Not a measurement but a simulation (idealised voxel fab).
process module | voxel capacitor over wiring
Displayed cross-section: cut, width of 170 nm, square cells sized 5 nm.
For the purposes of this document, a cross-section shall be understood as a grid of square cells, specified as bands listed in top-to-bottom order, each band consisting of one or more rows of cells.
Band entry format. Leading values: height of top, height of bottom, nm. Remainder: materials in left-to-right order, each with its width in nm. Special words: "throughout" on a single material, which then fills the band edge to edge; "empty", empty space.
Heights from 0 (as-received wafer is one material below). Bottom band endless downward, as "top 0, no bottom".
The two numbers in a width such as "30 to 40" mark its ends across the band: the first belongs to the top row of cells, the second to the bottom row, and from each row to the next the width moves by the same amount.
"remains unaltered", as given for a step, is the statement that not any cell of the cross-section underwent a change during that step.
The entry "Closed void table" lists the empty spaces that cover at least 8 cells and have no open path to the top. Each is written as width x height at distance, where the distance is measured from the left edge and all three values are in nm.
Whatever follows a step's settings on its line is a remark the simulator itself makes about that step.
When a step includes a mask, the "overlay nm" setting on its line states how far to the right of its planned place that mask lay, and negative values state how far to the left.

## This section lists the process steps that were planned
1: RECEIVE with material Si
2: CONFORMAL_DEP with material SiO2, thk nm 10
3: CONFORMAL_DEP with material SiN, thk nm 5
4: DIRECTIONAL_DEP with material SiO2, thk nm 15
5: PATTERN with tone open, mask id METAL_1, material resist, width nm 30, pitch nm 95, thk nm 15, overlay nm 0
6: DIRECTIONAL_ETCH with etch materials SiO2, depth nm 15
7: DIRECTIONAL_ETCH with etch materials SiN, depth nm 5
8: STRIP with etch materials resist
9: CONFORMAL_DEP with material TiN, thk nm 5
10: FILL_DEP with material Cu, thk nm 5
11: CMP with height nm 30
12: CONFORMAL_DEP with material SiCN, thk nm 5
13: DIRECTIONAL_DEP with material SiO2, thk nm 10
14: DIRECTIONAL_DEP with material aC, thk nm 10
15: PATTERN with tone open, mask id PLUG_1, material resist, width nm 15, thk nm 25, overlay nm 0
16: DIRECTIONAL_ETCH with etch materials aC, depth nm 10
17: STRIP with etch materials resist
18: DIRECTIONAL_ETCH with etch materials SiO2, depth nm 10
19: DIRECTIONAL_ETCH with etch materials SiCN, depth nm 5
20: STRIP with etch materials aC
21: CONFORMAL_DEP with material TiN, thk nm 5
22: FILL_DEP with material Ru, thk nm 5
23: CMP with height nm 45
24: DIRECTIONAL_DEP with material TiN, thk nm 10
25: DIRECTIONAL_DEP with material HfO2, thk nm 5
26: DIRECTIONAL_DEP with material TiN, thk nm 10
27: MASKED_ETCH with tone cover, mask id UPPER_PLATE, width nm 70, etch materials TiN, depth nm 10, overlay nm 0
28: MASKED_ETCH with tone cover, mask id UPPER_PLATE, width nm 70, etch materials HfO2, depth nm 5, overlay nm 0
29: DIRECTIONAL_DEP with material aC, thk nm 15
30: PATTERN with tone cover, mask id LOWER_PLATE, material resist, width nm 80, thk nm 30, overlay nm 0
31: DIRECTIONAL_ETCH with etch materials aC, depth nm 15
32: STRIP with etch materials resist
33: DIRECTIONAL_ETCH with etch materials TiN, depth nm 10
34: STRIP with etch materials aC
35: FILL_DEP with material SiO2, thk nm 15
36: CMP with height nm 80
37: PATTERN with tone open, mask id PLUG_2, material resist, width nm 15, thk nm 15, overlay nm 0
38: DIRECTIONAL_ETCH with etch materials SiO2, depth nm 10
39: STRIP with etch materials resist
40: CONFORMAL_DEP with material TiN, thk nm 5
41: FILL_DEP with material Ru, thk nm 10
42: CMP with height nm 80
43: CONFORMAL_DEP with material SiCN, thk nm 5

## Of two wafers, the first: run according to plan

## Cross-section of the wafer upon arrival, representing the state reached after step 1
- top 0, no bottom = Si throughout
- Closed void table: none

## Once step 2 is through, the wafer looks like this in cross-section
- top 10, bottom 0 = SiO2 throughout
- Under 0: no change, same as before.

## Once step 3 is through, the wafer looks like this in cross-section
- top 15, bottom 10 = SiN throughout
- Under 10: no change, same as before.

## Once step 4 is through, the wafer looks like this in cross-section
- top 30, bottom 15 = SiO2 throughout
- Under 15: no change, same as before.

## Once step 5 is through, the wafer looks like this in cross-section
- top 45, bottom 30 = 20 nm resist / 30 nm empty / 65 nm resist / 30 nm empty / 25 nm resist
- Under 30: no change, same as before.

## Once step 6 is through, the wafer looks like this in cross-section
- top 45, bottom 30 = 20 nm resist / 30 nm empty / 65 nm resist / 30 nm empty / 25 nm resist
- top 30, bottom 15 = 20 nm SiO2 / 30 nm empty / 65 nm SiO2 / 30 nm empty / 25 nm SiO2
- Under 15: no change, same as before.

## Once step 7 is through, the wafer looks like this in cross-section
- top 45, bottom 30 = 20 nm resist / 30 nm empty / 65 nm resist / 30 nm empty / 25 nm resist
- top 30, bottom 15 = 20 nm SiO2 / 30 nm empty / 65 nm SiO2 / 30 nm empty / 25 nm SiO2
- top 15, bottom 10 = 20 nm SiN / 30 nm empty / 65 nm SiN / 30 nm empty / 25 nm SiN
- Under 10: no change, same as before.

## Once step 8 is through, the wafer looks like this in cross-section
- top 30, bottom 15 = 20 nm SiO2 / 30 nm empty / 65 nm SiO2 / 30 nm empty / 25 nm SiO2
- Under 15: no change, same as before.

## Once step 9 is through, the wafer looks like this in cross-section
- top 35, bottom 30 = 25 nm TiN / 20 nm empty / 75 nm TiN / 20 nm empty / 30 nm TiN
- top 30, bottom 15 = 20 nm SiO2 / 5 nm TiN / 20 nm empty / 5 nm TiN / 65 nm SiO2 / 5 nm TiN / 20 nm empty / 5 nm TiN / 25 nm SiO2
- top 15, bottom 10 = 20 nm SiN / 30 nm TiN / 65 nm SiN / 30 nm TiN / 25 nm SiN
- Under 10: no change, same as before.

## Once step 10 is through, the wafer looks like this in cross-section
- top 40, bottom 35 = Cu throughout
- top 35, bottom 30 = 25 nm TiN / 20 nm Cu / 75 nm TiN / 20 nm Cu / 30 nm TiN
- top 30, bottom 15 = 20 nm SiO2 / 5 nm TiN / 20 nm Cu / 5 nm TiN / 65 nm SiO2 / 5 nm TiN / 20 nm Cu / 5 nm TiN / 25 nm SiO2
- Under 15: no change, same as before.

## Once step 11 is through, the wafer looks like this in cross-section
- top 30, bottom 15 = 20 nm SiO2 / 5 nm TiN / 20 nm Cu / 5 nm TiN / 65 nm SiO2 / 5 nm TiN / 20 nm Cu / 5 nm TiN / 25 nm SiO2
- Under 15: no change, same as before.

## Once step 12 is through, the wafer looks like this in cross-section
- top 35, bottom 30 = SiCN throughout
- Under 30: no change, same as before.

## Once step 13 is through, the wafer looks like this in cross-section
- top 45, bottom 35 = SiO2 throughout
- Under 35: no change, same as before.

## Once step 14 is through, the wafer looks like this in cross-section
- top 55, bottom 45 = aC throughout
- Under 45: no change, same as before.

## Once step 15 is through, the wafer looks like this in cross-section
- top 80, bottom 55 = 35 nm resist / 15 nm empty / 120 nm resist
- Under 55: no change, same as before.

## Once step 16 is through, the wafer looks like this in cross-section
- top 70, bottom 55 = 35 nm resist / 15 nm empty / 120 nm resist
- top 55, bottom 45 = 35 nm aC / 15 nm empty / 120 nm aC
- Under 45: no change, same as before.

## Once step 17 is through, the wafer looks like this in cross-section
- top 55, bottom 45 = 35 nm aC / 15 nm empty / 120 nm aC
- Under 45: no change, same as before.

## Once step 18 is through, the wafer looks like this in cross-section
- top 55, bottom 45 = 35 nm aC / 15 nm empty / 120 nm aC
- top 45, bottom 35 = 35 nm SiO2 / 15 nm empty / 120 nm SiO2
- Under 35: no change, same as before.

## Once step 19 is through, the wafer looks like this in cross-section
- top 55, bottom 45 = 35 nm aC / 15 nm empty / 120 nm aC
- top 45, bottom 35 = 35 nm SiO2 / 15 nm empty / 120 nm SiO2
- top 35, bottom 30 = 35 nm SiCN / 15 nm empty / 120 nm SiCN
- Under 30: no change, same as before.

## Once step 20 is through, the wafer looks like this in cross-section
- top 45, bottom 35 = 35 nm SiO2 / 15 nm empty / 120 nm SiO2
- Under 35: no change, same as before.

## Once step 21 is through, the wafer looks like this in cross-section
- top 50, bottom 45 = 40 nm TiN / 5 nm empty / 125 nm TiN
- top 45, bottom 35 = 35 nm SiO2 / 5 nm TiN / 5 nm empty / 5 nm TiN / 120 nm SiO2
- top 35, bottom 30 = 35 nm SiCN / 15 nm TiN / 120 nm SiCN
- Under 30: no change, same as before.

## Once step 22 is through, the wafer looks like this in cross-section
- top 55, bottom 50 = Ru throughout
- top 50, bottom 45 = 40 nm TiN / 5 nm Ru / 125 nm TiN
- top 45, bottom 35 = 35 nm SiO2 / 5 nm TiN / 5 nm Ru / 5 nm TiN / 120 nm SiO2
- Under 35: no change, same as before.

## Once step 23 is through, the wafer looks like this in cross-section
- top 45, bottom 35 = 35 nm SiO2 / 5 nm TiN / 5 nm Ru / 5 nm TiN / 120 nm SiO2
- Under 35: no change, same as before.

## Once step 24 is through, the wafer looks like this in cross-section
- top 55, bottom 45 = TiN throughout
- Under 45: no change, same as before.

## Once step 25 is through, the wafer looks like this in cross-section
- top 60, bottom 55 = HfO2 throughout
- Under 55: no change, same as before.

## Once step 26 is through, the wafer looks like this in cross-section
- top 70, bottom 60 = TiN throughout
- Under 60: no change, same as before.

## Once step 27 is through, the wafer looks like this in cross-section
- top 70, bottom 60 = 35 nm empty / 70 nm TiN / 65 nm empty
- Under 60: no change, same as before.

## Once step 28 is through, the wafer looks like this in cross-section
- top 70, bottom 60 = 35 nm empty / 70 nm TiN / 65 nm empty
- top 60, bottom 55 = 35 nm empty / 70 nm HfO2 / 65 nm empty
- Under 55: no change, same as before.

## Once step 29 is through, the wafer looks like this in cross-section
- top 85, bottom 70 = 35 nm empty / 70 nm aC / 65 nm empty
- top 70, bottom 60 = 35 nm aC / 70 nm TiN / 65 nm aC
- top 60, bottom 55 = 35 nm aC / 70 nm HfO2 / 65 nm aC
- Under 55: no change, same as before.

## Once step 30 is through, the wafer looks like this in cross-section
- top 115, bottom 85 = 30 nm empty / 80 nm resist / 60 nm empty
- top 85, bottom 70 = 30 nm empty / 5 nm resist / 70 nm aC / 5 nm resist / 60 nm empty
- Under 70: no change, same as before.

## Once step 31 is through, the wafer looks like this in cross-section
- top 100, bottom 85 = 30 nm empty / 80 nm resist / 60 nm empty
- top 85, bottom 70 = 30 nm empty / 5 nm resist / 70 nm aC / 5 nm resist / 60 nm empty
- top 70, bottom 60 = 30 nm empty / 5 nm aC / 70 nm TiN / 5 nm aC / 60 nm empty
- top 60, bottom 55 = 30 nm empty / 5 nm aC / 70 nm HfO2 / 5 nm aC / 60 nm empty
- Under 55: no change, same as before.

## Once step 32 is through, the wafer looks like this in cross-section
- top 85, bottom 70 = 35 nm empty / 70 nm aC / 65 nm empty
- Under 70: no change, same as before.

## Once step 33 is through, the wafer looks like this in cross-section
- top 85, bottom 70 = 35 nm empty / 70 nm aC / 65 nm empty
- top 70, bottom 60 = 30 nm empty / 5 nm aC / 70 nm TiN / 5 nm aC / 60 nm empty
- top 60, bottom 55 = 30 nm empty / 5 nm aC / 70 nm HfO2 / 5 nm aC / 60 nm empty
- top 55, bottom 45 = 30 nm empty / 80 nm TiN / 60 nm empty
- Under 45: no change, same as before.

## Once step 34 is through, the wafer looks like this in cross-section
- top 70, bottom 60 = 35 nm empty / 70 nm TiN / 65 nm empty
- top 60, bottom 55 = 35 nm empty / 70 nm HfO2 / 65 nm empty
- Under 55: no change, same as before.

## Once step 35 is through, the wafer looks like this in cross-section
- top 85, bottom 70 = SiO2 throughout
- top 70, bottom 60 = 35 nm SiO2 / 70 nm TiN / 65 nm SiO2
- top 60, bottom 55 = 35 nm SiO2 / 70 nm HfO2 / 65 nm SiO2
- top 55, bottom 45 = 30 nm SiO2 / 80 nm TiN / 60 nm SiO2
- Under 45: no change, same as before.

## Once step 36 is through, the wafer looks like this in cross-section
- top 80, bottom 70 = SiO2 throughout
- Under 70: no change, same as before.

## Once step 37 is through, the wafer looks like this in cross-section
- top 95, bottom 80 = 45 nm resist / 15 nm empty / 110 nm resist
- Under 80: no change, same as before.

## Once step 38 is through, the wafer looks like this in cross-section
- top 95, bottom 80 = 45 nm resist / 15 nm empty / 110 nm resist
- top 80, bottom 70 = 45 nm SiO2 / 15 nm empty / 110 nm SiO2
- Under 70: no change, same as before.

## Once step 39 is through, the wafer looks like this in cross-section
- top 80, bottom 70 = 45 nm SiO2 / 15 nm empty / 110 nm SiO2
- Under 70: no change, same as before.

## Once step 40 is through, the wafer looks like this in cross-section
- top 85, bottom 80 = 50 nm TiN / 5 nm empty / 115 nm TiN
- top 80, bottom 75 = 45 nm SiO2 / 5 nm TiN / 5 nm empty / 5 nm TiN / 110 nm SiO2
- top 75, bottom 70 = 45 nm SiO2 / 15 nm TiN / 110 nm SiO2
- Under 70: no change, same as before.

## Once step 41 is through, the wafer looks like this in cross-section
- top 95, bottom 85 = Ru throughout
- top 85, bottom 80 = 50 nm TiN / 5 nm Ru / 115 nm TiN
- top 80, bottom 75 = 45 nm SiO2 / 5 nm TiN / 5 nm Ru / 5 nm TiN / 110 nm SiO2
- Under 75: no change, same as before.

## Once step 42 is through, the wafer looks like this in cross-section
- top 80, bottom 75 = 45 nm SiO2 / 5 nm TiN / 5 nm Ru / 5 nm TiN / 110 nm SiO2
- Under 75: no change, same as before.

## Once step 43 is through, the wafer looks like this in cross-section
- top 85, bottom 80 = SiCN throughout
- Under 80: no change, same as before.

## Companion wafer, the second of two: same beginning, same intended sequence, one mistake in carrying it out; through step 34 inclusive it tracks the first exactly

## The second wafer cut through, at the time step 35 was supposed to be finished
- top 100, bottom 70 = SiO2 throughout
- top 70, bottom 60 = 35 nm SiO2 / 70 nm TiN / 65 nm SiO2
- top 60, bottom 55 = 35 nm SiO2 / 70 nm HfO2 / 65 nm SiO2
- top 55, bottom 45 = 30 nm SiO2 / 80 nm TiN / 60 nm SiO2
- Under 45: no change, same as before.

## The second wafer cut through, at the time step 36 was supposed to be finished
- top 80, bottom 70 = SiO2 throughout
- Under 70: no change, same as before.

## The second wafer cut through, at the time step 37 was supposed to be finished
- top 95, bottom 80 = 45 nm resist / 15 nm empty / 110 nm resist
- Under 80: no change, same as before.

## The second wafer cut through, at the time step 38 was supposed to be finished
- top 95, bottom 80 = 45 nm resist / 15 nm empty / 110 nm resist
- top 80, bottom 70 = 45 nm SiO2 / 15 nm empty / 110 nm SiO2
- Under 70: no change, same as before.

## The second wafer cut through, at the time step 39 was supposed to be finished
- top 80, bottom 70 = 45 nm SiO2 / 15 nm empty / 110 nm SiO2
- Under 70: no change, same as before.

## The second wafer cut through, at the time step 40 was supposed to be finished
- top 85, bottom 80 = 50 nm TiN / 5 nm empty / 115 nm TiN
- top 80, bottom 75 = 45 nm SiO2 / 5 nm TiN / 5 nm empty / 5 nm TiN / 110 nm SiO2
- top 75, bottom 70 = 45 nm SiO2 / 15 nm TiN / 110 nm SiO2
- Under 70: no change, same as before.

## The second wafer cut through, at the time step 41 was supposed to be finished
- top 95, bottom 85 = Ru throughout
- top 85, bottom 80 = 50 nm TiN / 5 nm Ru / 115 nm TiN
- top 80, bottom 75 = 45 nm SiO2 / 5 nm TiN / 5 nm Ru / 5 nm TiN / 110 nm SiO2
- Under 75: no change, same as before.

## The second wafer cut through, at the time step 42 was supposed to be finished
- top 80, bottom 75 = 45 nm SiO2 / 5 nm TiN / 5 nm Ru / 5 nm TiN / 110 nm SiO2
- Under 75: no change, same as before.

## The second wafer cut through, at the time step 43 was supposed to be finished
- top 85, bottom 80 = SiCN throughout
- Under 80: no change, same as before.
Diagnosis: regarding the plan, step 35 was run twice
It should be noted that the final cross-sections of the two wafers coincide, and the mistake therefore has no effect on the output of this model.
